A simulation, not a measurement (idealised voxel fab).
process module | voxel capacitor over wiring
cross-section cut | 255 nm wide | cells 5 nm
A cross-section is a grid of square cells, given in bands from the top down. A band is one or more rows of cells.
Each band's line starts with the height of the band's top and of its bottom, in nm. Then come its materials from left to right, each with its width in nm. One material with "throughout" fills the band from edge to edge. "air" is empty space.
Height 0 is the level under which the wafer as received is all one material. The lowest band goes on downwards, as in "0 down".
A width such as "30 to 40" changes by the same amount from each row of cells to the next, from the band's top row to its bottom row.
"no change" after a step means that no cell of the cross-section changed.
closed voids: empty space of 8 cells or more with no open way to the top, each as width x height at its distance from the left edge, in nm
after a step's settings: what the simulator itself notes on the step
overlay nm, on a step with a mask: how far to the right of its planned place the mask lay; to the left if negative
plan
1 op RECEIVE | material Si
2 op CONFORMAL_DEP | material SiO2 | thk nm 15
3 op CONFORMAL_DEP | material SiN | thk nm 5
4 op DIRECTIONAL_DEP | material lowk | thk nm 15
5 op PATTERN | tone open | mask id METAL_1 | material resist | width nm 30 | pitch nm 90 | thk nm 15 | overlay nm 0
6 op DIRECTIONAL_ETCH | etch materials lowk | depth nm 15
7 op DIRECTIONAL_ETCH | etch materials SiN | depth nm 5
8 op STRIP | etch materials resist
9 op CONFORMAL_DEP | material TiN | thk nm 5
10 op FILL_DEP | material Ru | thk nm 10
11 op CMP | height nm 35
12 op CONFORMAL_DEP | material SiCN | thk nm 5
13 op DIRECTIONAL_DEP | material lowk | thk nm 10
14 op MASKED_ETCH | tone open | mask id PLUG_1 | width nm 15 | etch materials lowk | depth nm 10 | overlay nm 0
15 op MASKED_ETCH | tone open | mask id PLUG_1 | width nm 15 | etch materials SiCN | depth nm 5 | overlay nm 0
16 op CONFORMAL_DEP | material TiN | thk nm 5
17 op FILL_DEP | material Ru | thk nm 5
18 op CMP | height nm 50
19 op DIRECTIONAL_DEP | material TiN | thk nm 5
20 op DIRECTIONAL_DEP | material HfO2 | thk nm 5
21 op DIRECTIONAL_DEP | material TiN | thk nm 5
22 op PATTERN | tone cover | mask id UPPER_PLATE | material resist | width nm 65 | thk nm 15 | overlay nm 0
23 op DIRECTIONAL_ETCH | etch materials TiN | depth nm 5
24 op DIRECTIONAL_ETCH | etch materials HfO2 | depth nm 5
25 op STRIP | etch materials resist
26 op MASKED_ETCH | tone cover | mask id LOWER_PLATE | width nm 75 | etch materials TiN | depth nm 5 | overlay nm 0
27 op FILL_DEP | material SiO2 | thk nm 15
28 op CMP | height nm 65
29 op PATTERN | tone open | mask id PLUG_2 | material resist | width nm 15 | thk nm 15 | overlay nm 0
30 op DIRECTIONAL_ETCH | etch materials SiO2 | depth nm 10
31 op STRIP | etch materials resist
32 op CONFORMAL_DEP | material TiN | thk nm 5
33 op FILL_DEP | material Cu | thk nm 5
34 op CMP | height nm 75
35 op CONFORMAL_DEP | material SiCN | thk nm 5
varied across the wafers: height nm of step 28. The plan shows the first wafer's value. All wafers start alike
first wafer as received, after step 1
  0 down: Si throughout
  closed voids: none
first wafer at the end, after step 35
  80 to 75: SiCN throughout
  75 to 70: Cu throughout
  70 to 65: TiN throughout
  65 to 60: SiO2 80 | TiN 65 | SiO2 110
  60 to 55: SiO2 80 | HfO2 65 | SiO2 110
  55 to 50: SiO2 75 | TiN 75 | SiO2 105
  50 to 40: lowk 80 | TiN 5 | Ru 5 | TiN 5 | lowk 160
  40 to 35: SiCN 80 | TiN 15 | SiCN 160
  35 to 20: lowk 65 | TiN 5 | Ru 20 | TiN 5 | lowk 60 | TiN 5 | Ru 20 | TiN 5 | lowk 70
  20 to 15: SiN 65 | TiN 30 | SiN 60 | TiN 30 | SiN 70
  15 to 0: SiO2 throughout
  0 down: Si throughout
  closed voids: none
last wafer at the end
  80 to 75: SiCN throughout
  75 to 70: SiO2 90 | TiN 15 | SiO2 150
  70 to 65: SiO2 throughout
  65 to 60: SiO2 80 | TiN 65 | SiO2 110
  60 to 55: SiO2 80 | HfO2 65 | SiO2 110
  55 to 50: SiO2 75 | TiN 75 | SiO2 105
  50 to 40: lowk 80 | TiN 5 | Ru 5 | TiN 5 | lowk 160
  40 to 35: SiCN 80 | TiN 15 | SiCN 160
  35 to 20: lowk 65 | TiN 5 | Ru 20 | TiN 5 | lowk 60 | TiN 5 | Ru 20 | TiN 5 | lowk 70
  20 to 15: SiN 65 | TiN 30 | SiN 60 | TiN 30 | SiN 70
  15 to 0: SiO2 throughout
  0 down: Si throughout
  closed voids: none
each wafer at the end: cells of each material gained (+) or lost (-) since it was received, then its closed voids
height nm 65 | +51 Cu | +13 HfO2 | +26 Ru | +99 SiCN | +39 SiN | +265 SiO2 | +110 TiN | +213 lowk | closed voids: none
height nm 70 | +1 Cu | +13 HfO2 | +26 Ru | +99 SiCN | +39 SiN | +313 SiO2 | +112 TiN | +213 lowk | closed voids: none
height nm 75 | +1 Cu | +13 HfO2 | +26 Ru | +99 SiCN | +39 SiN | +361 SiO2 | +64 TiN | +213 lowk | closed voids: none
height nm 80 | +13 HfO2 | +26 Ru | +99 SiCN | +39 SiN | +364 SiO2 | +62 TiN | +213 lowk | closed voids: none
